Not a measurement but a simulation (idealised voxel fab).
The document below concerns the process module designated voxel wiring stack.
This is section cut - it's 215 nm across, gridded in 5 nm square cells.
Throughout this document, each cross-section is represented as a grid of square cells and is presented as a sequence of bands enumerated from the top downward, where a band comprises one or more rows of cells. In this notation a band is specified by the heights of its top and bottom, in that order and in nm, after which its materials appear from left to right, each paired with its width in nm. The word "everywhere" attached to a single material means that material fills the band from edge to edge; the word "blank" stands for empty space. Heights are measured from 0, the level below which the as-received wafer is all one material; the lowest band has no bottom and continues downward, written as in "0 nm and below". So if you see something like "30..40" for the width, read it as the top row of the band sitting at the first number and the bottom row at the second, with every row in between moving by the same amount as the last. A step reported as "remained the same" is a step in which no cell of the cross-section changed. "Closed internal cavities": sealed empty spaces, 8 cells or more, no open way to top, listed width x height at distance, with distance from the left edge and width, height and distance in nm. What comes after the settings on a step's line is commentary from the simulator itself on that step. overlay nm: mask offset rightward from planned place, masked step; negative means leftward offset.
### The steps planned for the process are as follows
| 1 | RECEIVE [material Si] |
| 2 | CONFORMAL_DEP [material SiO2] [thk nm 10] |
| 3 | CONFORMAL_DEP [material SiCN] [thk nm 5] |
| 4 | DIRECTIONAL_DEP [material SiO2] [thk nm 15] |
| 5 | MASKED_ETCH [tone open] [mask id METAL_1] [width nm 25] [pitch nm 50] [etch materials SiO2] [depth nm 15] [overlay nm 0] |
| 6 | MASKED_ETCH [tone open] [mask id METAL_1] [width nm 25] [pitch nm 50] [etch materials SiCN] [depth nm 5] [overlay nm 0] |
| 7 | CONFORMAL_DEP [material TiN] [thk nm 5] |
| 8 | FILL_DEP [material W] [thk nm 5] |
| 9 | CMP [height nm 30] |
| 10 | CONFORMAL_DEP [material SiCN] [thk nm 5] |
| 11 | DIRECTIONAL_DEP [material lowk] [thk nm 20] |
| 12 | PATTERN [tone open] [mask id PLUG_1] [material resist] [width nm 15] [pitch nm 100] [thk nm 15] [overlay nm 0] |
| 13 | DIRECTIONAL_ETCH [etch materials lowk] [depth nm 20] |
| 14 | DIRECTIONAL_ETCH [etch materials SiCN] [depth nm 5] |
| 15 | STRIP [etch materials resist] |
| 16 | EPI [material Ru] [thk nm 10] |
| 17 | EPI [material Ru] [thk nm 10] |
| 18 | EPI [material Ru] [thk nm 5] |
| 19 | DIRECTIONAL_DEP [material TiN] [thk nm 5] |
| 20 | DIRECTIONAL_DEP [material Ru] [thk nm 20] |
| 21 | PATTERN [tone cover] [mask id METAL_2] [material resist] [width nm 25] [pitch nm 50] [thk nm 20] [overlay nm 0] |
| 22 | DIRECTIONAL_ETCH [etch materials Ru] [depth nm 20] |
| 23 | DIRECTIONAL_ETCH [etch materials TiN] [depth nm 5] |
| 24 | STRIP [etch materials resist] |
| 25 | FILL_DEP [material SiO2] [thk nm 10] |
| 26 | CMP [height nm 80] |
| 27 | CONFORMAL_DEP [material SiCN] [thk nm 5] |
| 28 | DIRECTIONAL_DEP [material lowk] [thk nm 5] |
| 29 | PATTERN [tone open] [mask id PLUG_2] [material resist] [width nm 15] [pitch nm 100] [thk nm 20] [overlay nm 0] |
| 30 | DIRECTIONAL_ETCH [etch materials lowk] [depth nm 15] |
| 31 | DIRECTIONAL_ETCH [etch materials SiCN] [depth nm 5] |
| 32 | STRIP [etch materials resist] |
| 33 | CONFORMAL_DEP [material TiN] [thk nm 5] |
| 34 | FILL_DEP [material Cu] [thk nm 5] |
| 35 | CMP [height nm 100] |
| 36 | DIRECTIONAL_DEP [material TiN] [thk nm 5] |
| 37 | DIRECTIONAL_DEP [material Ru] [thk nm 15] |
| 38 | MASKED_ETCH [tone cover] [mask id METAL_3] [width nm 25] [pitch nm 50] [etch materials Ru] [depth nm 15] [overlay nm 0] |
| 39 | MASKED_ETCH [tone cover] [mask id METAL_3] [width nm 25] [pitch nm 50] [etch materials TiN] [depth nm 5] [overlay nm 0] |
| 40 | FILL_DEP [material SiO2] [thk nm 10] |
| 41 | CMP [height nm 120] |
| 42 | CONFORMAL_DEP [material SiN] [thk nm 5] |
It is noted that the wafers described herein are identical at the outset and are distinguished by the thk nm of step 28; the value stated in the plan corresponds to the first wafer.
### First wafer of several, as received: cross-section after step 1
	0 nm and below = Si everywhere
	Closed internal cavities: none
### Here is the cross-section of the first of several wafers at the end of the module, after its last step, step 42
	125 nm to 120 nm = SiN everywhere
	120 nm to 105 nm = SiO2 45 nm; Ru 25 nm; SiO2 25 nm; Ru 25 nm; SiO2 25 nm; Ru 25 nm; SiO2 45 nm
	105 nm to 100 nm = SiO2 45 nm; TiN 25 nm; SiO2 25 nm; TiN 25 nm; SiO2 25 nm; TiN 25 nm; SiO2 45 nm
	100 nm to 95 nm = Cu everywhere
	95 nm to 90 nm = TiN 50 nm; Cu 5 nm; TiN 95 nm; Cu 5 nm; TiN 60 nm
	90 nm to 85 nm = lowk 45 nm; TiN 5 nm; Cu 5 nm; TiN 5 nm; lowk 85 nm; TiN 5 nm; Cu 5 nm; TiN 5 nm; lowk 55 nm
	85 nm to 80 nm = SiCN 45 nm; TiN 15 nm; SiCN 85 nm; TiN 15 nm; SiCN 55 nm
	80 nm to 60 nm = SiO2 45 nm; Ru 25 nm; SiO2 25 nm; Ru 25 nm; SiO2 25 nm; Ru 25 nm; SiO2 45 nm
	60 nm to 55 nm = SiO2 45 nm; TiN 25 nm; SiO2 25 nm; TiN 25 nm; SiO2 25 nm; TiN 25 nm; SiO2 45 nm
	55 nm to 35 nm = lowk 45 nm; Ru 15 nm; lowk 85 nm; Ru 15 nm; lowk 55 nm
	35 nm to 30 nm = SiCN 45 nm; Ru 15 nm; SiCN 85 nm; Ru 15 nm; SiCN 55 nm
	30 nm to 15 nm = SiO2 45 nm; TiN 5 nm; W 15 nm; TiN 5 nm; SiO2 25 nm; TiN 5 nm; W 15 nm; TiN 5 nm; SiO2 25 nm; TiN 5 nm; W 15 nm; TiN 5 nm; SiO2 45 nm
	15 nm to 10 nm = SiCN 45 nm; TiN 25 nm; SiCN 25 nm; TiN 25 nm; SiCN 25 nm; TiN 25 nm; SiCN 45 nm
	10 nm to 0 nm = SiO2 everywhere
	0 nm and below = Si everywhere
	Closed internal cavities: none
### Final wafer cross-section at module end
	125 nm to 120 nm = SiN everywhere
	120 nm to 105 nm = SiO2 45 nm; Ru 25 nm; SiO2 25 nm; Ru 25 nm; SiO2 25 nm; Ru 25 nm; SiO2 45 nm
	105 nm to 100 nm = SiO2 45 nm; TiN 25 nm; SiO2 25 nm; TiN 25 nm; SiO2 25 nm; TiN 25 nm; SiO2 45 nm
	100 nm to 85 nm = lowk everywhere
	85 nm to 80 nm = SiCN everywhere
	80 nm to 60 nm = SiO2 45 nm; Ru 25 nm; SiO2 25 nm; Ru 25 nm; SiO2 25 nm; Ru 25 nm; SiO2 45 nm
	60 nm to 55 nm = SiO2 45 nm; TiN 25 nm; SiO2 25 nm; TiN 25 nm; SiO2 25 nm; TiN 25 nm; SiO2 45 nm
	55 nm to 35 nm = lowk 45 nm; Ru 15 nm; lowk 85 nm; Ru 15 nm; lowk 55 nm
	35 nm to 30 nm = SiCN 45 nm; Ru 15 nm; SiCN 85 nm; Ru 15 nm; SiCN 55 nm
	30 nm to 15 nm = SiO2 45 nm; TiN 5 nm; W 15 nm; TiN 5 nm; SiO2 25 nm; TiN 5 nm; W 15 nm; TiN 5 nm; SiO2 25 nm; TiN 5 nm; W 15 nm; TiN 5 nm; SiO2 45 nm
	15 nm to 10 nm = SiCN 45 nm; TiN 25 nm; SiCN 25 nm; TiN 25 nm; SiCN 25 nm; TiN 25 nm; SiCN 45 nm
	10 nm to 0 nm = SiO2 everywhere
	0 nm and below = Si everywhere
	Closed internal cavities: none
### Quick key for the table: a row per wafer, taken at the end of the module. For each material it tells you how many cells the wafer gained (+) or lost (-) since it came in, and the closed voids come after
thk nm 5 | +47 Cu | +135 Ru | +102 SiCN | +43 SiN | +422 SiO2 | +114 TiN | +27 W | +185 lowk | Closed internal cavities: none
thk nm 10 | +6 Cu | +135 Ru | +102 SiCN | +43 SiN | +422 SiO2 | +118 TiN | +27 W | +222 lowk | Closed internal cavities: none
thk nm 15 | +6 Cu | +135 Ru | +102 SiCN | +43 SiN | +422 SiO2 | +81 TiN | +27 W | +259 lowk | Closed internal cavities: none
thk nm 20 | +2 Cu | +135 Ru | +108 SiCN | +43 SiN | +422 SiO2 | +73 TiN | +27 W | +265 lowk | Closed internal cavities: none
thk nm 25 | +135 Ru | +108 SiCN | +43 SiN | +422 SiO2 | +69 TiN | +27 W | +271 lowk | Closed internal cavities: none
thk nm 30 | +135 Ru | +108 SiCN | +43 SiN | +422 SiO2 | +63 TiN | +27 W | +277 lowk | Closed internal cavities: none
